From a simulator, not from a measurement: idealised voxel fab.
process module | voxel wiring stack
Pictured: cross-section cut, 230 nm wide, on a grid of 5 nm square cells.
Heads up, the way a cross-section reads in here is a grid of square cells, handed over as bands from the top down, with every band being one or more rows of cells. What a band's entry tells you: where the top is and where the bottom is, as heights in nm, and after that what lies inside, material by material from left to right, each with its width in nm. Empty space is written as the word "empty", and a single material marked with the word "edge to edge" occupies the band from edge to edge. Zero point of the height axis is 0; under it, received wafer = one material. Lowest band: continues down indefinitely, "from 0 down". A two-number width, for instance "30 to 40", indicates that the width is equal to the first number in the top row of the band and to the second number in the bottom row, and that it changes by a constant amount per row of cells. Reading "no modification" for a step: not a cell of the cross-section changed in it. You'll see "Sealed voids" listing empty spaces that have no way open to the top, as long as they're 8 cells or more; the notation is width x height at distance, where the distance is from the left edge, and all of it is in nm. after a step's settings: what the simulator itself notes on the step. Among the settings permitted on a step's line is "overlay nm"; applied to a step with a mask, it specifies the extent to which the mask lay to the right of its planned position, whereas a negative figure signifies a position to the left.
**plan**
1: RECEIVE, material Si
2: CONFORMAL_DEP, material SiO2, thk nm 10
3: CONFORMAL_DEP, material SiCN, thk nm 5
4: DIRECTIONAL_DEP, material lowk, thk nm 25
5: DIRECTIONAL_DEP, material aC, thk nm 10
6: PATTERN, tone open, mask id METAL_1, material resist, width nm 30, pitch nm 45, thk nm 25, overlay nm 0
7: DIRECTIONAL_ETCH, etch materials aC, depth nm 10
8: STRIP, etch materials resist
9: DIRECTIONAL_ETCH, etch materials lowk, depth nm 25
10: DIRECTIONAL_ETCH, etch materials SiCN, depth nm 5
11: STRIP, etch materials aC
12: CONFORMAL_DEP, material TiN, thk nm 5
13: FILL_DEP, material Cu, thk nm 5
14: CMP, height nm 40
15: CONFORMAL_DEP, material SiCN, thk nm 5
16: DIRECTIONAL_DEP, material SiO2, thk nm 30
17: MASKED_ETCH, tone open, mask id METAL_2, width nm 30, pitch nm 45, etch materials SiO2, depth nm 20, overlay nm 0
18: DIRECTIONAL_DEP, material aC, thk nm 15
19: PATTERN, tone open, mask id METAL_2_HOLES, material resist, width nm 15, pitch nm 45, thk nm 30, overlay nm 0
20: DIRECTIONAL_ETCH, etch materials aC, depth nm 15
21: STRIP, etch materials resist
22: DIRECTIONAL_ETCH, etch materials SiO2, depth nm 10
23: DIRECTIONAL_ETCH, etch materials SiCN, depth nm 5
24: STRIP, etch materials aC
25: CONFORMAL_DEP, material TiN, thk nm 5
26: FILL_DEP, material Cu, thk nm 10
27: CMP, height nm 75
28: CONFORMAL_DEP, material SiCN, thk nm 5
29: DIRECTIONAL_DEP, material lowk, thk nm 30
30: MASKED_ETCH, tone open, mask id METAL_3, width nm 30, pitch nm 45, etch materials lowk, depth nm 20, overlay nm 0
31: DIRECTIONAL_DEP, material aC, thk nm 15
32: PATTERN, tone open, mask id METAL_3_HOLES, material resist, width nm 15, pitch nm 45, thk nm 30, overlay nm 0
33: DIRECTIONAL_ETCH, etch materials aC, depth nm 15
34: STRIP, etch materials resist
35: DIRECTIONAL_ETCH, etch materials lowk, depth nm 10
36: DIRECTIONAL_ETCH, etch materials SiCN, depth nm 5
37: STRIP, etch materials aC
38: CONFORMAL_DEP, material TiN, thk nm 5
39: FILL_DEP, material Ru, thk nm 5
40: CMP, height nm 110
41: CONFORMAL_DEP, material SiCN, thk nm 5
**Wafer cross-section on receipt, i.e. after step 1**
    from 0 down: Si edge to edge
    Sealed voids: none
**Final wafer profile in cross-section after the module, from the same start and plan as above, with one mistake made during processing**
    from 115 to 110: SiCN edge to edge
    from 110 to 95: lowk 30 nm; TiN 5 nm; Ru 20 nm; TiN 5 nm; lowk 15 nm; TiN 5 nm; Ru 20 nm; TiN 5 nm; lowk 15 nm; TiN 5 nm; Ru 20 nm; TiN 5 nm; lowk 15 nm; TiN 5 nm; Ru 20 nm; TiN 5 nm; lowk 35 nm
    from 95 to 90: lowk 30 nm; TiN 5 nm; Ru 5 nm; TiN 20 nm; lowk 15 nm; TiN 5 nm; Ru 5 nm; TiN 20 nm; lowk 15 nm; TiN 5 nm; Ru 5 nm; TiN 20 nm; lowk 15 nm; TiN 5 nm; Ru 5 nm; TiN 20 nm; lowk 35 nm
    from 90 to 80: lowk 30 nm; TiN 5 nm; Ru 5 nm; TiN 5 nm; lowk 30 nm; TiN 5 nm; Ru 5 nm; TiN 5 nm; lowk 30 nm; TiN 5 nm; Ru 5 nm; TiN 5 nm; lowk 30 nm; TiN 5 nm; Ru 5 nm; TiN 5 nm; lowk 50 nm
    from 80 to 75: SiCN 30 nm; TiN 15 nm; SiCN 30 nm; TiN 15 nm; SiCN 30 nm; TiN 15 nm; SiCN 30 nm; TiN 15 nm; SiCN 50 nm
    from 75 to 70: SiO2 30 nm; TiN 30 nm; SiO2 15 nm; TiN 30 nm; SiO2 15 nm; TiN 30 nm; SiO2 15 nm; TiN 30 nm; SiO2 35 nm
    from 70 to 55: SiO2 30 nm; lowk 30 nm; SiO2 15 nm; lowk 30 nm; SiO2 15 nm; lowk 30 nm; SiO2 15 nm; lowk 30 nm; SiO2 35 nm
    from 55 to 45: SiO2 edge to edge
    from 45 to 40: SiCN edge to edge
    from 40 to 15: lowk 30 nm; TiN 5 nm; Cu 20 nm; TiN 5 nm; lowk 15 nm; TiN 5 nm; Cu 20 nm; TiN 5 nm; lowk 15 nm; TiN 5 nm; Cu 20 nm; TiN 5 nm; lowk 15 nm; TiN 5 nm; Cu 20 nm; TiN 5 nm; lowk 35 nm
    from 15 to 10: SiCN 30 nm; TiN 30 nm; SiCN 15 nm; TiN 30 nm; SiCN 15 nm; TiN 30 nm; SiCN 15 nm; TiN 30 nm; SiCN 35 nm
    from 10 to 0: SiO2 edge to edge
    from 0 down: Si edge to edge
    Sealed voids: none
Error vs. plan: step 18 deviated from plan and actually ran as DIRECTIONAL_DEP, material lowk, thk nm 15
